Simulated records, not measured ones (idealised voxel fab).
process module | voxel transistor to metal
cross-section cut | 300 nm wide | cells 5 nm
A cross-section is a grid of square cells, given in bands from the top down. A band is one or more rows of cells.
Each band's line starts with the height of the band's top and of its bottom, in nm. Then come its materials from left to right, each with its width in nm. One material with "throughout" fills the band from edge to edge. "air" is empty space.
Height 0 is the level under which the wafer as received is all one material. The lowest band goes on downwards, as in "0 down".
A width such as "30 to 40" changes by the same amount from each row of cells to the next, from the band's top row to its bottom row.
"no change" after a step means that no cell of the cross-section changed.
closed voids: empty space of 8 cells or more with no open way to the top, each as width x height at its distance from the left edge, in nm
after a step's settings: what the simulator itself notes on the step
overlay nm, on a step with a mask: how far to the right of its planned place the mask lay; to the left if negative
plan
1 op RECEIVE | material Si
2 op OXIDIZE | depth nm 5
3 op CONFORMAL_DEP | material SiN | thk nm 15
4 op MASKED_ETCH | tone cover | mask id ACTIVE | width nm 105 | pitch nm 125 | etch materials SiN | depth nm 15 | overlay nm 0
5 op MASKED_ETCH | tone cover | mask id ACTIVE | width nm 105 | pitch nm 125 | etch materials SiO2 | depth nm 5 | overlay nm 0
6 op MASKED_ETCH | tone cover | mask id ACTIVE | width nm 105 | pitch nm 125 | etch materials Si | depth nm 35 | overlay nm 0
7 op FILL_DEP | material SiO2 | thk nm 5
8 op CMP | height nm 15
9 op SELECTIVE_ETCH | etch materials SiO2 | depth nm 15
10 op STRIP | etch materials SiN
11 op SELECTIVE_ETCH | etch materials SiO2 | depth nm 5
12 op OXIDIZE | depth nm 5
13 op DIRECTIONAL_DEP | material polySi | thk nm 20
14 op DIRECTIONAL_DEP | material SiCN | thk nm 15
15 op MASKED_ETCH | tone cover | mask id GATE | width nm 25 | pitch nm 125 | etch materials SiCN | depth nm 25 | overlay nm 0
16 op MASKED_ETCH | tone cover | mask id GATE | width nm 25 | pitch nm 125 | etch materials polySi | depth nm 30 | overlay nm 0
17 op CONFORMAL_DEP | material SiN | thk nm 10
18 op DIRECTIONAL_ETCH | etch materials SiN | depth nm 10
19 op DIRECTIONAL_ETCH | etch materials SiO2 | depth nm 5
20 op DIRECTIONAL_ETCH | etch materials Si | depth nm 15
21 op EPI | material pSi | thk nm 20
22 op FILL_DEP | material SiO2 | thk nm 10
23 op CMP | height nm 30
24 op DIRECTIONAL_DEP | material SiO2 | thk nm 15
25 op PATTERN | tone open | mask id CONTACT | material resist | width nm 15 | thk nm 15 | overlay nm 0
26 op DIRECTIONAL_ETCH | etch materials SiO2 | depth nm 35
27 op STRIP | etch materials resist
28 op CONFORMAL_DEP | material TiN | thk nm 5
29 op FILL_DEP | material Ru | thk nm 10
30 op CMP | height nm 45
31 op CONFORMAL_DEP | material SiCN | thk nm 5
32 op DIRECTIONAL_DEP | material lowk | thk nm 20
33 op DIRECTIONAL_DEP | material aC | thk nm 10
34 op PATTERN | tone open | mask id METAL_1 | material resist | width nm 15 | thk nm 25 | overlay nm 0
35 op DIRECTIONAL_ETCH | etch materials aC | depth nm 10
36 op STRIP | etch materials resist
37 op DIRECTIONAL_ETCH | etch materials lowk | depth nm 20
38 op DIRECTIONAL_ETCH | etch materials SiCN | depth nm 5
39 op STRIP | etch materials aC
40 op CONFORMAL_DEP | material TiN | thk nm 5
41 op FILL_DEP | material W | thk nm 10
42 op CMP | height nm 70
43 op CONFORMAL_DEP | material SiN | thk nm 5
first wafer, as planned
as received, after step 1
  0 down: Si throughout
  closed voids: none
after step 2
  0 to -5: SiO2 throughout
  below -5: unchanged
after step 3
  15 to 0: SiN throughout
  below 0: unchanged
after step 4
  15 to 0: air 35 | SiN 105 | air 20 | SiN 105 | air 35
  below 0: unchanged
after step 5
  15 to 0: air 35 | SiN 105 | air 20 | SiN 105 | air 35
  0 to -5: air 35 | SiO2 105 | air 20 | SiO2 105 | air 35
  below -5: unchanged
after step 6
  15 to 0: air 35 | SiN 105 | air 20 | SiN 105 | air 35
  0 to -5: air 35 | SiO2 105 | air 20 | SiO2 105 | air 35
  -5 to -40: air 35 | Si 105 | air 20 | Si 105 | air 35
  below -40: unchanged
after step 7
  20 to 15: SiO2 throughout
  15 to 0: SiO2 35 | SiN 105 | SiO2 20 | SiN 105 | SiO2 35
  0 to -5: SiO2 throughout
  -5 to -40: SiO2 35 | Si 105 | SiO2 20 | Si 105 | SiO2 35
  below -40: unchanged
after step 8
  15 to 0: SiO2 35 | SiN 105 | SiO2 20 | SiN 105 | SiO2 35
  below 0: unchanged
after step 9
  15 to 0: air 35 | SiN 105 | air 20 | SiN 105 | air 35
  below 0: unchanged
after step 10
  0 to -5: SiO2 throughout
  below -5: unchanged
after step 11
  -5 to -40: SiO2 35 | Si 105 | SiO2 20 | Si 105 | SiO2 35
  below -40: unchanged
after step 12
  -5 to -10: SiO2 throughout
  below -10: unchanged
after step 13
  15 to -5: polySi throughout
  below -5: unchanged
after step 14
  30 to 15: SiCN throughout
  below 15: unchanged
after step 15
  30 to 15: air 75 | SiCN 25 | air 100 | SiCN 25 | air 75
  below 15: unchanged
after step 16
  30 to 15: air 75 | SiCN 25 | air 100 | SiCN 25 | air 75
  15 to -5: air 75 | polySi 25 | air 100 | polySi 25 | air 75
  below -5: unchanged
after step 17
  40 to 30: air 65 | SiN 45 | air 80 | SiN 45 | air 65
  30 to 15: air 65 | SiN 10 | SiCN 25 | SiN 10 | air 80 | SiN 10 | SiCN 25 | SiN 10 | air 65
  15 to 5: air 65 | SiN 10 | polySi 25 | SiN 10 | air 80 | SiN 10 | polySi 25 | SiN 10 | air 65
  5 to -5: SiN 75 | polySi 25 | SiN 100 | polySi 25 | SiN 75
  below -5: unchanged
after step 18
  30 to 15: air 65 | SiN 10 | SiCN 25 | SiN 10 | air 80 | SiN 10 | SiCN 25 | SiN 10 | air 65
  15 to -5: air 65 | SiN 10 | polySi 25 | SiN 10 | air 80 | SiN 10 | polySi 25 | SiN 10 | air 65
  below -5: unchanged
after step 19
  30 to 15: air 65 | SiN 10 | SiCN 25 | SiN 10 | air 80 | SiN 10 | SiCN 25 | SiN 10 | air 65
  15 to -5: air 65 | SiN 10 | polySi 25 | SiN 10 | air 80 | SiN 10 | polySi 25 | SiN 10 | air 65
  -5 to -10: air 65 | SiO2 45 | air 80 | SiO2 45 | air 65
  below -10: unchanged
after step 20
  30 to 15: air 65 | SiN 10 | SiCN 25 | SiN 10 | air 80 | SiN 10 | SiCN 25 | SiN 10 | air 65
  15 to -5: air 65 | SiN 10 | polySi 25 | SiN 10 | air 80 | SiN 10 | polySi 25 | SiN 10 | air 65
  -5 to -10: air 65 | SiO2 45 | air 80 | SiO2 45 | air 65
  -10 to -25: SiO2 35 | air 30 | Si 45 | air 30 | SiO2 20 | air 30 | Si 45 | air 30 | SiO2 35
  below -25: unchanged
after step 21
  30 to 15: air 65 | SiN 10 | SiCN 25 | SiN 10 | air 80 | SiN 10 | SiCN 25 | SiN 10 | air 65
  15 to 10: air 65 | SiN 10 | polySi 25 | SiN 10 | air 80 | SiN 10 | polySi 25 | SiN 10 | air 65
  10 to -5: air 45 | pSi 20 | SiN 10 | polySi 25 | SiN 10 | pSi 20 | air 40 | pSi 20 | SiN 10 | polySi 25 | SiN 10 | pSi 20 | air 45
  -5 to -10: air 30 | pSi 35 | SiO2 45 | pSi 35 | air 10 | pSi 35 | SiO2 45 | pSi 35 | air 30
  -10 to -25: SiO2 35 | pSi 30 | Si 45 | pSi 30 | SiO2 20 | pSi 30 | Si 45 | pSi 30 | SiO2 35
  below -25: unchanged
after step 22
  40 to 30: SiO2 throughout
  30 to 15: SiO2 65 | SiN 10 | SiCN 25 | SiN 10 | SiO2 80 | SiN 10 | SiCN 25 | SiN 10 | SiO2 65
  15 to 10: SiO2 65 | SiN 10 | polySi 25 | SiN 10 | SiO2 80 | SiN 10 | polySi 25 | SiN 10 | SiO2 65
  10 to -5: SiO2 45 | pSi 20 | SiN 10 | polySi 25 | SiN 10 | pSi 20 | SiO2 40 | pSi 20 | SiN 10 | polySi 25 | SiN 10 | pSi 20 | SiO2 45
  -5 to -10: SiO2 30 | pSi 35 | SiO2 45 | pSi 35 | SiO2 10 | pSi 35 | SiO2 45 | pSi 35 | SiO2 30
  below -10: unchanged
after step 23
  30 to 15: SiO2 65 | SiN 10 | SiCN 25 | SiN 10 | SiO2 80 | SiN 10 | SiCN 25 | SiN 10 | SiO2 65
  below 15: unchanged
after step 24
  45 to 30: SiO2 throughout
  below 30: unchanged
after step 25
  60 to 45: resist 45 | air 15 | resist 55 | air 15 | resist 40 | air 15 | resist 55 | air 15 | resist 45
  below 45: unchanged
after step 26
  60 to 45: resist 45 | air 15 | resist 55 | air 15 | resist 40 | air 15 | resist 55 | air 15 | resist 45
  45 to 30: SiO2 45 | air 15 | SiO2 55 | air 15 | SiO2 40 | air 15 | SiO2 55 | air 15 | SiO2 45
  30 to 15: SiO2 45 | air 15 | SiO2 5 | SiN 10 | SiCN 25 | SiN 10 | SiO2 5 | air 15 | SiO2 40 | air 15 | SiO2 5 | SiN 10 | SiCN 25 | SiN 10 | SiO2 5 | air 15 | SiO2 45
  15 to 10: SiO2 45 | air 15 | SiO2 5 | SiN 10 | polySi 25 | SiN 10 | SiO2 5 | air 15 | SiO2 40 | air 15 | SiO2 5 | SiN 10 | polySi 25 | SiN 10 | SiO2 5 | air 15 | SiO2 45
  below 10: unchanged
after step 27
  45 to 30: SiO2 45 | air 15 | SiO2 55 | air 15 | SiO2 40 | air 15 | SiO2 55 | air 15 | SiO2 45
  below 30: unchanged
after step 28
  50 to 45: TiN 50 | air 5 | TiN 65 | air 5 | TiN 50 | air 5 | TiN 65 | air 5 | TiN 50
  45 to 30: SiO2 45 | TiN 5 | air 5 | TiN 5 | SiO2 55 | TiN 5 | air 5 | TiN 5 | SiO2 40 | TiN 5 | air 5 | TiN 5 | SiO2 55 | TiN 5 | air 5 | TiN 5 | SiO2 45
  30 to 15: SiO2 45 | TiN 5 | air 5 | TiN 5 | SiO2 5 | SiN 10 | SiCN 25 | SiN 10 | SiO2 5 | TiN 5 | air 5 | TiN 5 | SiO2 40 | TiN 5 | air 5 | TiN 5 | SiO2 5 | SiN 10 | SiCN 25 | SiN 10 | SiO2 5 | TiN 5 | air 5 | TiN 5 | SiO2 45
  15 to 10: SiO2 45 | TiN 15 | SiO2 5 | SiN 10 | polySi 25 | SiN 10 | SiO2 5 | TiN 15 | SiO2 40 | TiN 15 | SiO2 5 | SiN 10 | polySi 25 | SiN 10 | SiO2 5 | TiN 15 | SiO2 45
  below 10: unchanged
after step 29
  60 to 50: Ru throughout
  50 to 45: TiN 50 | Ru 5 | TiN 65 | Ru 5 | TiN 50 | Ru 5 | TiN 65 | Ru 5 | TiN 50
  45 to 30: SiO2 45 | TiN 5 | Ru 5 | TiN 5 | SiO2 55 | TiN 5 | Ru 5 | TiN 5 | SiO2 40 | TiN 5 | Ru 5 | TiN 5 | SiO2 55 | TiN 5 | Ru 5 | TiN 5 | SiO2 45
  30 to 15: SiO2 45 | TiN 5 | Ru 5 | TiN 5 | SiO2 5 | SiN 10 | SiCN 25 | SiN 10 | SiO2 5 | TiN 5 | Ru 5 | TiN 5 | SiO2 40 | TiN 5 | Ru 5 | TiN 5 | SiO2 5 | SiN 10 | SiCN 25 | SiN 10 | SiO2 5 | TiN 5 | Ru 5 | TiN 5 | SiO2 45
  below 15: unchanged
after step 30
  45 to 30: SiO2 45 | TiN 5 | Ru 5 | TiN 5 | SiO2 55 | TiN 5 | Ru 5 | TiN 5 | SiO2 40 | TiN 5 | Ru 5 | TiN 5 | SiO2 55 | TiN 5 | Ru 5 | TiN 5 | SiO2 45
  below 30: unchanged
after step 31
  50 to 45: SiCN throughout
  below 45: unchanged
after step 32
  70 to 50: lowk throughout
  below 50: unchanged
after step 33
  80 to 70: aC throughout
  below 70: unchanged
after step 34
  105 to 80: resist 45 | air 15 | resist 55 | air 15 | resist 40 | air 15 | resist 55 | air 15 | resist 45
  below 80: unchanged
after step 35
  95 to 80: resist 45 | air 15 | resist 55 | air 15 | resist 40 | air 15 | resist 55 | air 15 | resist 45
  80 to 70: aC 45 | air 15 | aC 55 | air 15 | aC 40 | air 15 | aC 55 | air 15 | aC 45
  below 70: unchanged
after step 36
  80 to 70: aC 45 | air 15 | aC 55 | air 15 | aC 40 | air 15 | aC 55 | air 15 | aC 45
  below 70: unchanged
after step 37
  80 to 70: aC 45 | air 15 | aC 55 | air 15 | aC 40 | air 15 | aC 55 | air 15 | aC 45
  70 to 50: lowk 45 | air 15 | lowk 55 | air 15 | lowk 40 | air 15 | lowk 55 | air 15 | lowk 45
  below 50: unchanged
after step 38
  80 to 70: aC 45 | air 15 | aC 55 | air 15 | aC 40 | air 15 | aC 55 | air 15 | aC 45
  70 to 50: lowk 45 | air 15 | lowk 55 | air 15 | lowk 40 | air 15 | lowk 55 | air 15 | lowk 45
  50 to 45: SiCN 45 | air 15 | SiCN 55 | air 15 | SiCN 40 | air 15 | SiCN 55 | air 15 | SiCN 45
  below 45: unchanged
after step 39
  70 to 50: lowk 45 | air 15 | lowk 55 | air 15 | lowk 40 | air 15 | lowk 55 | air 15 | lowk 45
  below 50: unchanged
after step 40
  75 to 70: TiN 50 | air 5 | TiN 65 | air 5 | TiN 50 | air 5 | TiN 65 | air 5 | TiN 50
  70 to 50: lowk 45 | TiN 5 | air 5 | TiN 5 | lowk 55 | TiN 5 | air 5 | TiN 5 | lowk 40 | TiN 5 | air 5 | TiN 5 | lowk 55 | TiN 5 | air 5 | TiN 5 | lowk 45
  50 to 45: SiCN 45 | TiN 15 | SiCN 55 | TiN 15 | SiCN 40 | TiN 15 | SiCN 55 | TiN 15 | SiCN 45
  below 45: unchanged
after step 41
  85 to 75: W throughout
  75 to 70: TiN 50 | W 5 | TiN 65 | W 5 | TiN 50 | W 5 | TiN 65 | W 5 | TiN 50
  70 to 50: lowk 45 | TiN 5 | W 5 | TiN 5 | lowk 55 | TiN 5 | W 5 | TiN 5 | lowk 40 | TiN 5 | W 5 | TiN 5 | lowk 55 | TiN 5 | W 5 | TiN 5 | lowk 45
  below 50: unchanged
after step 42
  70 to 50: lowk 45 | TiN 5 | W 5 | TiN 5 | lowk 55 | TiN 5 | W 5 | TiN 5 | lowk 40 | TiN 5 | W 5 | TiN 5 | lowk 55 | TiN 5 | W 5 | TiN 5 | lowk 45
  below 50: unchanged
after step 43
  75 to 70: SiN throughout
  below 70: unchanged
second wafer: like start, like plan, one mistake. Through step 9 it matches the first wafer
when step 10 should have ended
  15 to 0: air 35 | SiN 105 | air 20 | SiN 105 | air 35
  0 to -5: air 40 | SiO2 95 | air 30 | SiO2 95 | air 40
  below -5: unchanged
when step 11 should have ended
  0 to -5: air 40 | SiO2 95 | air 30 | SiO2 95 | air 40
  below -5: unchanged
when step 12 should have ended
  0 to -5: air 40 | SiO2 95 | air 30 | SiO2 95 | air 40
  -5 to -10: SiO2 45 | Si 85 | SiO2 40 | Si 85 | SiO2 45
  below -10: unchanged
when step 13 should have ended
  20 to 15: air 40 | polySi 95 | air 30 | polySi 95 | air 40
  15 to 0: polySi throughout
  0 to -5: polySi 40 | SiO2 95 | polySi 30 | SiO2 95 | polySi 40
  below -5: unchanged
when step 14 should have ended
  35 to 30: air 40 | SiCN 95 | air 30 | SiCN 95 | air 40
  30 to 20: SiCN throughout
  20 to 15: SiCN 40 | polySi 95 | SiCN 30 | polySi 95 | SiCN 40
  below 15: unchanged
when step 15 should have ended
  35 to 20: air 75 | SiCN 25 | air 100 | SiCN 25 | air 75
  20 to 15: air 40 | polySi 95 | air 30 | polySi 95 | air 40
  below 15: unchanged
when step 16 should have ended
  35 to 20: air 75 | SiCN 25 | air 100 | SiCN 25 | air 75
  20 to 0: air 75 | polySi 25 | air 100 | polySi 25 | air 75
  0 to -5: air 40 | SiO2 95 | air 30 | SiO2 95 | air 40
  below -5: unchanged
when step 17 should have ended
  45 to 35: air 65 | SiN 45 | air 80 | SiN 45 | air 65
  35 to 20: air 65 | SiN 10 | SiCN 25 | SiN 10 | air 80 | SiN 10 | SiCN 25 | SiN 10 | air 65
  20 to 10: air 65 | SiN 10 | polySi 25 | SiN 10 | air 80 | SiN 10 | polySi 25 | SiN 10 | air 65
  10 to 5: air 30 | SiN 45 | polySi 25 | SiN 45 | air 10 | SiN 45 | polySi 25 | SiN 45 | air 30
  5 to 0: SiN 75 | polySi 25 | SiN 100 | polySi 25 | SiN 75
  0 to -5: SiN 40 | SiO2 95 | SiN 30 | SiO2 95 | SiN 40
  below -5: unchanged
when step 18 should have ended
  35 to 20: air 65 | SiN 10 | SiCN 25 | SiN 10 | air 80 | SiN 10 | SiCN 25 | SiN 10 | air 65
  20 to 0: air 65 | SiN 10 | polySi 25 | SiN 10 | air 80 | SiN 10 | polySi 25 | SiN 10 | air 65
  0 to -5: air 30 | SiN 10 | SiO2 95 | SiN 10 | air 10 | SiN 10 | SiO2 95 | SiN 10 | air 30
  below -5: unchanged
when step 19 should have ended
  35 to 20: air 65 | SiN 10 | SiCN 25 | SiN 10 | air 80 | SiN 10 | SiCN 25 | SiN 10 | air 65
  20 to 0: air 65 | SiN 10 | polySi 25 | SiN 10 | air 80 | SiN 10 | polySi 25 | SiN 10 | air 65
  0 to -5: air 30 | SiN 10 | air 25 | SiO2 45 | air 25 | SiN 10 | air 10 | SiN 10 | air 25 | SiO2 45 | air 25 | SiN 10 | air 30
  -5 to -10: air 30 | SiO2 15 | Si 85 | SiO2 15 | air 10 | SiO2 15 | Si 85 | SiO2 15 | air 30
  below -10: unchanged
when step 20 should have ended
  35 to 20: air 65 | SiN 10 | SiCN 25 | SiN 10 | air 80 | SiN 10 | SiCN 25 | SiN 10 | air 65
  20 to 0: air 65 | SiN 10 | polySi 25 | SiN 10 | air 80 | SiN 10 | polySi 25 | SiN 10 | air 65
  0 to -5: air 30 | SiN 10 | air 25 | SiO2 45 | air 25 | SiN 10 | air 10 | SiN 10 | air 25 | SiO2 45 | air 25 | SiN 10 | air 30
  -5 to -10: air 30 | SiO2 15 | air 20 | Si 45 | air 20 | SiO2 15 | air 10 | SiO2 15 | air 20 | Si 45 | air 20 | SiO2 15 | air 30
  -10 to -20: SiO2 35 | Si 10 | air 20 | Si 45 | air 20 | Si 10 | SiO2 20 | Si 10 | air 20 | Si 45 | air 20 | Si 10 | SiO2 35
  below -20: unchanged
when step 21 should have ended
  35 to 20: air 65 | SiN 10 | SiCN 25 | SiN 10 | air 80 | SiN 10 | SiCN 25 | SiN 10 | air 65
  20 to 15: air 65 | SiN 10 | polySi 25 | SiN 10 | air 80 | SiN 10 | polySi 25 | SiN 10 | air 65
  15 to 10: air 45 | pSi 20 | SiN 10 | polySi 25 | SiN 10 | pSi 20 | air 40 | pSi 20 | SiN 10 | polySi 25 | SiN 10 | pSi 20 | air 45
  10 to 0: air 30 | pSi 35 | SiN 10 | polySi 25 | SiN 10 | pSi 35 | air 10 | pSi 35 | SiN 10 | polySi 25 | SiN 10 | pSi 35 | air 30
  0 to -5: air 30 | SiN 10 | pSi 25 | SiO2 45 | pSi 25 | SiN 10 | air 10 | SiN 10 | pSi 25 | SiO2 45 | pSi 25 | SiN 10 | air 30
  -5 to -10: air 30 | SiO2 15 | pSi 20 | Si 45 | pSi 20 | SiO2 15 | air 10 | SiO2 15 | pSi 20 | Si 45 | pSi 20 | SiO2 15 | air 30
  -10 to -20: SiO2 35 | Si 10 | pSi 20 | Si 45 | pSi 20 | Si 10 | SiO2 20 | Si 10 | pSi 20 | Si 45 | pSi 20 | Si 10 | SiO2 35
  below -20: unchanged
when step 22 should have ended
  45 to 35: SiO2 throughout
  35 to 20: SiO2 65 | SiN 10 | SiCN 25 | SiN 10 | SiO2 80 | SiN 10 | SiCN 25 | SiN 10 | SiO2 65
  20 to 15: SiO2 65 | SiN 10 | polySi 25 | SiN 10 | SiO2 80 | SiN 10 | polySi 25 | SiN 10 | SiO2 65
  15 to 10: SiO2 45 | pSi 20 | SiN 10 | polySi 25 | SiN 10 | pSi 20 | SiO2 40 | pSi 20 | SiN 10 | polySi 25 | SiN 10 | pSi 20 | SiO2 45
  10 to 0: SiO2 30 | pSi 35 | SiN 10 | polySi 25 | SiN 10 | pSi 35 | SiO2 10 | pSi 35 | SiN 10 | polySi 25 | SiN 10 | pSi 35 | SiO2 30
  0 to -5: SiO2 30 | SiN 10 | pSi 25 | SiO2 45 | pSi 25 | SiN 10 | SiO2 10 | SiN 10 | pSi 25 | SiO2 45 | pSi 25 | SiN 10 | SiO2 30
  -5 to -10: SiO2 45 | pSi 20 | Si 45 | pSi 20 | SiO2 40 | pSi 20 | Si 45 | pSi 20 | SiO2 45
  below -10: unchanged
when step 23 should have ended
  30 to 20: SiO2 65 | SiN 10 | SiCN 25 | SiN 10 | SiO2 80 | SiN 10 | SiCN 25 | SiN 10 | SiO2 65
  below 20: unchanged
when step 24 should have ended
  45 to 30: SiO2 throughout
  below 30: unchanged
when step 25 should have ended
  60 to 45: resist 45 | air 15 | resist 55 | air 15 | resist 40 | air 15 | resist 55 | air 15 | resist 45
  below 45: unchanged
when step 26 should have ended
  60 to 45: resist 45 | air 15 | resist 55 | air 15 | resist 40 | air 15 | resist 55 | air 15 | resist 45
  45 to 30: SiO2 45 | air 15 | SiO2 55 | air 15 | SiO2 40 | air 15 | SiO2 55 | air 15 | SiO2 45
  30 to 20: SiO2 45 | air 15 | SiO2 5 | SiN 10 | SiCN 25 | SiN 10 | SiO2 5 | air 15 | SiO2 40 | air 15 | SiO2 5 | SiN 10 | SiCN 25 | SiN 10 | SiO2 5 | air 15 | SiO2 45
  20 to 15: SiO2 45 | air 15 | SiO2 5 | SiN 10 | polySi 25 | SiN 10 | SiO2 5 | air 15 | SiO2 40 | air 15 | SiO2 5 | SiN 10 | polySi 25 | SiN 10 | SiO2 5 | air 15 | SiO2 45
  below 15: unchanged
when step 27 should have ended
  45 to 30: SiO2 45 | air 15 | SiO2 55 | air 15 | SiO2 40 | air 15 | SiO2 55 | air 15 | SiO2 45
  below 30: unchanged
when step 28 should have ended
  50 to 45: TiN 50 | air 5 | TiN 65 | air 5 | TiN 50 | air 5 | TiN 65 | air 5 | TiN 50
  45 to 30: SiO2 45 | TiN 5 | air 5 | TiN 5 | SiO2 55 | TiN 5 | air 5 | TiN 5 | SiO2 40 | TiN 5 | air 5 | TiN 5 | SiO2 55 | TiN 5 | air 5 | TiN 5 | SiO2 45
  30 to 20: SiO2 45 | TiN 5 | air 5 | TiN 5 | SiO2 5 | SiN 10 | SiCN 25 | SiN 10 | SiO2 5 | TiN 5 | air 5 | TiN 5 | SiO2 40 | TiN 5 | air 5 | TiN 5 | SiO2 5 | SiN 10 | SiCN 25 | SiN 10 | SiO2 5 | TiN 5 | air 5 | TiN 5 | SiO2 45
  20 to 15: SiO2 45 | TiN 15 | SiO2 5 | SiN 10 | polySi 25 | SiN 10 | SiO2 5 | TiN 15 | SiO2 40 | TiN 15 | SiO2 5 | SiN 10 | polySi 25 | SiN 10 | SiO2 5 | TiN 15 | SiO2 45
  below 15: unchanged
when step 29 should have ended
  60 to 50: Ru throughout
  50 to 45: TiN 50 | Ru 5 | TiN 65 | Ru 5 | TiN 50 | Ru 5 | TiN 65 | Ru 5 | TiN 50
  45 to 30: SiO2 45 | TiN 5 | Ru 5 | TiN 5 | SiO2 55 | TiN 5 | Ru 5 | TiN 5 | SiO2 40 | TiN 5 | Ru 5 | TiN 5 | SiO2 55 | TiN 5 | Ru 5 | TiN 5 | SiO2 45
  30 to 20: SiO2 45 | TiN 5 | Ru 5 | TiN 5 | SiO2 5 | SiN 10 | SiCN 25 | SiN 10 | SiO2 5 | TiN 5 | Ru 5 | TiN 5 | SiO2 40 | TiN 5 | Ru 5 | TiN 5 | SiO2 5 | SiN 10 | SiCN 25 | SiN 10 | SiO2 5 | TiN 5 | Ru 5 | TiN 5 | SiO2 45
  below 20: unchanged
when step 30 should have ended
  45 to 30: SiO2 45 | TiN 5 | Ru 5 | TiN 5 | SiO2 55 | TiN 5 | Ru 5 | TiN 5 | SiO2 40 | TiN 5 | Ru 5 | TiN 5 | SiO2 55 | TiN 5 | Ru 5 | TiN 5 | SiO2 45
  below 30: unchanged
when step 31 should have ended
  50 to 45: SiCN throughout
  below 45: unchanged
when step 32 should have ended
  70 to 50: lowk throughout
  below 50: unchanged
when step 33 should have ended
  80 to 70: aC throughout
  below 70: unchanged
when step 34 should have ended
  105 to 80: resist 45 | air 15 | resist 55 | air 15 | resist 40 | air 15 | resist 55 | air 15 | resist 45
  below 80: unchanged
when step 35 should have ended
  95 to 80: resist 45 | air 15 | resist 55 | air 15 | resist 40 | air 15 | resist 55 | air 15 | resist 45
  80 to 70: aC 45 | air 15 | aC 55 | air 15 | aC 40 | air 15 | aC 55 | air 15 | aC 45
  below 70: unchanged
when step 36 should have ended
  80 to 70: aC 45 | air 15 | aC 55 | air 15 | aC 40 | air 15 | aC 55 | air 15 | aC 45
  below 70: unchanged
when step 37 should have ended
  80 to 70: aC 45 | air 15 | aC 55 | air 15 | aC 40 | air 15 | aC 55 | air 15 | aC 45
  70 to 50: lowk 45 | air 15 | lowk 55 | air 15 | lowk 40 | air 15 | lowk 55 | air 15 | lowk 45
  below 50: unchanged
when step 38 should have ended
  80 to 70: aC 45 | air 15 | aC 55 | air 15 | aC 40 | air 15 | aC 55 | air 15 | aC 45
  70 to 50: lowk 45 | air 15 | lowk 55 | air 15 | lowk 40 | air 15 | lowk 55 | air 15 | lowk 45
  50 to 45: SiCN 45 | air 15 | SiCN 55 | air 15 | SiCN 40 | air 15 | SiCN 55 | air 15 | SiCN 45
  below 45: unchanged
when step 39 should have ended
  70 to 50: lowk 45 | air 15 | lowk 55 | air 15 | lowk 40 | air 15 | lowk 55 | air 15 | lowk 45
  below 50: unchanged
when step 40 should have ended
  75 to 70: TiN 50 | air 5 | TiN 65 | air 5 | TiN 50 | air 5 | TiN 65 | air 5 | TiN 50
  70 to 50: lowk 45 | TiN 5 | air 5 | TiN 5 | lowk 55 | TiN 5 | air 5 | TiN 5 | lowk 40 | TiN 5 | air 5 | TiN 5 | lowk 55 | TiN 5 | air 5 | TiN 5 | lowk 45
  50 to 45: SiCN 45 | TiN 15 | SiCN 55 | TiN 15 | SiCN 40 | TiN 15 | SiCN 55 | TiN 15 | SiCN 45
  below 45: unchanged
when step 41 should have ended
  85 to 75: W throughout
  75 to 70: TiN 50 | W 5 | TiN 65 | W 5 | TiN 50 | W 5 | TiN 65 | W 5 | TiN 50
  70 to 50: lowk 45 | TiN 5 | W 5 | TiN 5 | lowk 55 | TiN 5 | W 5 | TiN 5 | lowk 40 | TiN 5 | W 5 | TiN 5 | lowk 55 | TiN 5 | W 5 | TiN 5 | lowk 45
  below 50: unchanged
when step 42 should have ended
  70 to 50: lowk 45 | TiN 5 | W 5 | TiN 5 | lowk 55 | TiN 5 | W 5 | TiN 5 | lowk 40 | TiN 5 | W 5 | TiN 5 | lowk 55 | TiN 5 | W 5 | TiN 5 | lowk 45
  below 50: unchanged
when step 43 should have ended
  75 to 70: SiN throughout
  below 70: unchanged
what went wrong: steps 10 and 11 were swapped
at the end the second wafer has, in cells: 4 fewer of Ru | 58 more of Si | 10 fewer of SiCN | 28 fewer of SiO2 | 8 fewer of TiN | 8 fewer of pSi
